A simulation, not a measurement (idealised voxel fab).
process module | voxel released beams
Shown is cross-section cut, with a width of 235 nm and square cells of size 5 nm.
Just so we're on the same page, the cross-sections are grids of square cells, and they're listed out in bands top to bottom, each band one or more rows deep. This entry defines a band. It first specifies the height of the band's top and the height of its bottom in nm, and then specifies the band's materials from left to right, stating each material with its width in nm. The word "all across" identifies a single material that fills the band from edge to edge, while the word "blank" identifies empty space. Counting heights begins at 0, where everything beneath is, in the wafer as received, one material. The lowest band has no bottom; it goes on downwards, as "0 and below" shows. When a width is written as two numbers, as in "30 to 40", the first number is the width in the top row of cells of the band and the second is the width in its bottom row, and the width changes by the same amount from each row to the next. The cross-section has no changed cell in any step marked "remained unchanged". In "Unvented voids" the enclosed voids are listed, meaning empty spaces of 8 cells or larger without any opening to the top. The form is width x height at distance, distance from the left edge, units nm. The remark found on a step's line after its settings is issued by the simulator itself and pertains to that step. Steps that use a mask can have "overlay nm" on their line. It says how far the mask sat to the right of where it was meant to be. Negative means to the left.
**Steps in the process plan**
1 RECEIVE with material Si
2 CONFORMAL_DEP with material Al2O3, thk nm 5
3 DIRECTIONAL_DEP with material SiO2, thk nm 20
4 MASKED_ETCH with tone open, mask id ANCHOR, width nm 25, etch materials SiO2, depth nm 20, overlay nm -15
5 CONFORMAL_DEP with material W, thk nm 10
6 DIRECTIONAL_DEP with material aC, thk nm 10
7 PATTERN with tone cover, mask id BEAM, material resist, width nm 80, thk nm 25, overlay nm 0
8 DIRECTIONAL_ETCH with etch materials aC, depth nm 10
9 STRIP with etch materials resist
10 DIRECTIONAL_ETCH with etch materials W, depth nm 10
11 STRIP with etch materials aC
12 STRIP with etch materials SiO2
Keep in mind the plan's value for the overlay nm of step 4 comes from the first wafer; the wafers don't share that setting, but they do share the same starting point.
**Cut through the first of several wafers as received, post step 1**
* 0 and below  Si all across
* Unvented voids: none
**End of the module, past its last step, step 12: how the first of several wafers looks in cross-section**
* 35 down to 25  blank 80; W 75; blank 80
* 25 down to 15  blank 65; W 10; blank 5; W 10; blank 145
* 15 down to 5  blank 65; W 25; blank 145
* 5 down to 0  Al2O3 all across
* 0 and below  Si all across
* Unvented voids: none
**Cross-section of the last wafer at end of module**
* 35 down to 25  blank 75; W 30; blank 5; W 45; blank 80
* 25 down to 15  blank 95; W 10; blank 5; W 10; blank 115
* 15 down to 5  blank 95; W 25; blank 115
* 5 down to 0  Al2O3 all across
* 0 and below  Si all across
* Unvented voids: none
**Below, a row for every wafer. Read it as the end-of-module picture: for each material the wafer shows its cells gained (+) or lost (-) since it was received, and then its closed voids**
overlay nm -15, +47 Al2O3, +48 W, Unvented voids: none
overlay nm -10, +47 Al2O3, +48 W, Unvented voids: none
overlay nm -5, +47 Al2O3, +48 W, Unvented voids: none
overlay nm 0, +47 Al2O3, +48 W, Unvented voids: none
overlay nm 5, +47 Al2O3, +48 W, Unvented voids: none
overlay nm 10, +47 Al2O3, +48 W, Unvented voids: none
overlay nm 15, +47 Al2O3, +48 W, Unvented voids: none
